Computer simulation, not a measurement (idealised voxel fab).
voxel trench capacitor: a process module
FYI the section here is cut, 190 nm wide, cells are 5 nm squares.
A cross-section is written here as square cells arranged in a grid, and it is given in bands from the top down, each band taking up one or more rows of cells. Look at the band entry: it leads with the top's height and the bottom's height in nm. Then it lists the materials left to right, with a width in nm for each. The word "edge to edge" on a single material says that material fills the band edge to edge. The word "empty" is empty space. Zero point of the height axis is 0; under it, received wafer = one material. Lowest band: continues down indefinitely, "0 and below". Top row gets the first number, bottom row gets the second, and each row in between changes by the same step: that is how a band width like "30 to 40" works. "remained the same", as given for a step, is the statement that not any cell of the cross-section underwent a change during that step. If an empty space has no open way to the top and is at least 8 cells in size, "Sealed internal voids" lists it, written width x height at distance, where distance is measured from the left edge and every value is in nm. On each step's line, the part that comes after the settings is the simulator's own comment on the step. The line of a step may include "overlay nm". On a step with a mask, this value is how far to the right of its planned place the mask lay. A negative value means the mask lay to the left.
# Below is the list of planned process steps
| 1 | RECEIVE | material Si |
| 2 | CONFORMAL_DEP | material SiN | thk nm 5 |
| 3 | PATTERN | tone open | mask id TRENCH | material resist | width nm 25 | pitch nm 55 | thk nm 20 | overlay nm 0 |
| 4 | DIRECTIONAL_ETCH | etch materials SiN | depth nm 5 |
| 5 | DIRECTIONAL_ETCH | etch materials Si | depth nm 35 |
| 6 | STRIP | etch materials resist |
| 7 | CONFORMAL_DEP | material HfO2 | thk nm 5 |
| 8 | CONFORMAL_DEP | material TiN | thk nm 5 |
| 9 | FILL_DEP | material W | thk nm 5 |
| 10 | CMP | height nm 5 |
# The first of the two wafers, which ran as planned
# Cross-section, incoming material, after step 1
- 0 and below = Si edge to edge
- Sealed internal voids: none
# Cross-section of the wafer after step 2
- 5 down to 0 = SiN edge to edge
- Below a height of 0, the structure has not been altered.
# Cross-section of the wafer after step 3
- 25 down to 5 = resist: 55 | empty: 25 | resist: 30 | empty: 25 | resist: 55
- Below a height of 5, the structure has not been altered.
# Cross-section of the wafer after step 4
- 25 down to 5 = resist: 55 | empty: 25 | resist: 30 | empty: 25 | resist: 55
- 5 down to 0 = SiN: 55 | empty: 25 | SiN: 30 | empty: 25 | SiN: 55
- Below a height of 0, the structure has not been altered.
# Cross-section of the wafer after step 5
- 25 down to 5 = resist: 55 | empty: 25 | resist: 30 | empty: 25 | resist: 55
- 5 down to 0 = SiN: 55 | empty: 25 | SiN: 30 | empty: 25 | SiN: 55
- 0 down to -35 = Si: 55 | empty: 25 | Si: 30 | empty: 25 | Si: 55
- Below a height of -35, the structure has not been altered.
# Cross-section of the wafer after step 6
- 5 down to 0 = SiN: 55 | empty: 25 | SiN: 30 | empty: 25 | SiN: 55
- Below a height of 0, the structure has not been altered.
# Cross-section of the wafer after step 7
- 10 down to 5 = HfO2: 60 | empty: 15 | HfO2: 40 | empty: 15 | HfO2: 60
- 5 down to 0 = SiN: 55 | HfO2: 5 | empty: 15 | HfO2: 5 | SiN: 30 | HfO2: 5 | empty: 15 | HfO2: 5 | SiN: 55
- 0 down to -30 = Si: 55 | HfO2: 5 | empty: 15 | HfO2: 5 | Si: 30 | HfO2: 5 | empty: 15 | HfO2: 5 | Si: 55
- -30 down to -35 = Si: 55 | HfO2: 25 | Si: 30 | HfO2: 25 | Si: 55
- Below a height of -35, the structure has not been altered.
# Cross-section of the wafer after step 8
- 15 down to 10 = TiN: 65 | empty: 5 | TiN: 50 | empty: 5 | TiN: 65
- 10 down to 5 = HfO2: 60 | TiN: 5 | empty: 5 | TiN: 5 | HfO2: 40 | TiN: 5 | empty: 5 | TiN: 5 | HfO2: 60
- 5 down to 0 = SiN: 55 | HfO2: 5 | TiN: 5 | empty: 5 | TiN: 5 | HfO2: 5 | SiN: 30 | HfO2: 5 | TiN: 5 | empty: 5 | TiN: 5 | HfO2: 5 | SiN: 55
- 0 down to -25 = Si: 55 | HfO2: 5 | TiN: 5 | empty: 5 | TiN: 5 | HfO2: 5 | Si: 30 | HfO2: 5 | TiN: 5 | empty: 5 | TiN: 5 | HfO2: 5 | Si: 55
- -25 down to -30 = Si: 55 | HfO2: 5 | TiN: 15 | HfO2: 5 | Si: 30 | HfO2: 5 | TiN: 15 | HfO2: 5 | Si: 55
- Below a height of -30, the structure has not been altered.
# Cross-section of the wafer after step 9
- 20 down to 15 = W edge to edge
- 15 down to 10 = TiN: 65 | W: 5 | TiN: 50 | W: 5 | TiN: 65
- 10 down to 5 = HfO2: 60 | TiN: 5 | W: 5 | TiN: 5 | HfO2: 40 | TiN: 5 | W: 5 | TiN: 5 | HfO2: 60
- 5 down to 0 = SiN: 55 | HfO2: 5 | TiN: 5 | W: 5 | TiN: 5 | HfO2: 5 | SiN: 30 | HfO2: 5 | TiN: 5 | W: 5 | TiN: 5 | HfO2: 5 | SiN: 55
- 0 down to -25 = Si: 55 | HfO2: 5 | TiN: 5 | W: 5 | TiN: 5 | HfO2: 5 | Si: 30 | HfO2: 5 | TiN: 5 | W: 5 | TiN: 5 | HfO2: 5 | Si: 55
- Below a height of -25, the structure has not been altered.
# Cross-section of the wafer after step 10
- 5 down to 0 = SiN: 55 | HfO2: 5 | TiN: 5 | W: 5 | TiN: 5 | HfO2: 5 | SiN: 30 | HfO2: 5 | TiN: 5 | W: 5 | TiN: 5 | HfO2: 5 | SiN: 55
- Below a height of 0, the structure has not been altered.
# Here the second wafer is described. Its start and its plan were those of the first wafer. Its run contained one mistake. Up to and including step 2, it did exactly what the first wafer did
# Planned end of step 3: second wafer, cross-section
- 25 down to 5 = resist: 55 | empty: 30 | resist: 25 | empty: 30 | resist: 50
- Below a height of 5, the structure has not been altered.
# Planned end of step 4: second wafer, cross-section
- 25 down to 5 = resist: 55 | empty: 30 | resist: 25 | empty: 30 | resist: 50
- 5 down to 0 = SiN: 55 | empty: 30 | SiN: 25 | empty: 30 | SiN: 50
- Below a height of 0, the structure has not been altered.
# Planned end of step 5: second wafer, cross-section
- 25 down to 5 = resist: 55 | empty: 30 | resist: 25 | empty: 30 | resist: 50
- 5 down to 0 = SiN: 55 | empty: 30 | SiN: 25 | empty: 30 | SiN: 50
- 0 down to -35 = Si: 55 | empty: 30 | Si: 25 | empty: 30 | Si: 50
- Below a height of -35, the structure has not been altered.
# Planned end of step 6: second wafer, cross-section
- 5 down to 0 = SiN: 55 | empty: 30 | SiN: 25 | empty: 30 | SiN: 50
- Below a height of 0, the structure has not been altered.
# Planned end of step 7: second wafer, cross-section
- 10 down to 5 = HfO2: 60 | empty: 20 | HfO2: 35 | empty: 20 | HfO2: 55
- 5 down to 0 = SiN: 55 | HfO2: 5 | empty: 20 | HfO2: 5 | SiN: 25 | HfO2: 5 | empty: 20 | HfO2: 5 | SiN: 50
- 0 down to -30 = Si: 55 | HfO2: 5 | empty: 20 | HfO2: 5 | Si: 25 | HfO2: 5 | empty: 20 | HfO2: 5 | Si: 50
- -30 down to -35 = Si: 55 | HfO2: 30 | Si: 25 | HfO2: 30 | Si: 50
- Below a height of -35, the structure has not been altered.
# Planned end of step 8: second wafer, cross-section
- 15 down to 10 = TiN: 65 | empty: 10 | TiN: 45 | empty: 10 | TiN: 60
- 10 down to 5 = HfO2: 60 | TiN: 5 | empty: 10 | TiN: 5 | HfO2: 35 | TiN: 5 | empty: 10 | TiN: 5 | HfO2: 55
- 5 down to 0 = SiN: 55 | HfO2: 5 | TiN: 5 | empty: 10 | TiN: 5 | HfO2: 5 | SiN: 25 | HfO2: 5 | TiN: 5 | empty: 10 | TiN: 5 | HfO2: 5 | SiN: 50
- 0 down to -25 = Si: 55 | HfO2: 5 | TiN: 5 | empty: 10 | TiN: 5 | HfO2: 5 | Si: 25 | HfO2: 5 | TiN: 5 | empty: 10 | TiN: 5 | HfO2: 5 | Si: 50
- -25 down to -30 = Si: 55 | HfO2: 5 | TiN: 20 | HfO2: 5 | Si: 25 | HfO2: 5 | TiN: 20 | HfO2: 5 | Si: 50
- Below a height of -30, the structure has not been altered.
# Planned end of step 9: second wafer, cross-section
- 20 down to 15 = W edge to edge
- 15 down to 10 = TiN: 65 | W: 10 | TiN: 45 | W: 10 | TiN: 60
- 10 down to 5 = HfO2: 60 | TiN: 5 | W: 10 | TiN: 5 | HfO2: 35 | TiN: 5 | W: 10 | TiN: 5 | HfO2: 55
- 5 down to 0 = SiN: 55 | HfO2: 5 | TiN: 5 | W: 10 | TiN: 5 | HfO2: 5 | SiN: 25 | HfO2: 5 | TiN: 5 | W: 10 | TiN: 5 | HfO2: 5 | SiN: 50
- 0 down to -25 = Si: 55 | HfO2: 5 | TiN: 5 | W: 10 | TiN: 5 | HfO2: 5 | Si: 25 | HfO2: 5 | TiN: 5 | W: 10 | TiN: 5 | HfO2: 5 | Si: 50
- Below a height of -25, the structure has not been altered.
# Planned end of step 10: second wafer, cross-section
- 5 down to 0 = SiN: 55 | HfO2: 5 | TiN: 5 | W: 10 | TiN: 5 | HfO2: 5 | SiN: 25 | HfO2: 5 | TiN: 5 | W: 10 | TiN: 5 | HfO2: 5 | SiN: 50
- Below a height of 0, the structure has not been altered.
Misprocessing identified: rather than as planned, step 3 actually ran as PATTERN | tone open | mask id TRENCH | material resist | width nm 30 | pitch nm 55 | thk nm 20 | overlay nm 0
End check, counted in cells, second wafer has more or fewer of these materials than the first: HfO2 +2, Si -14, SiN -2, TiN +2, W +12
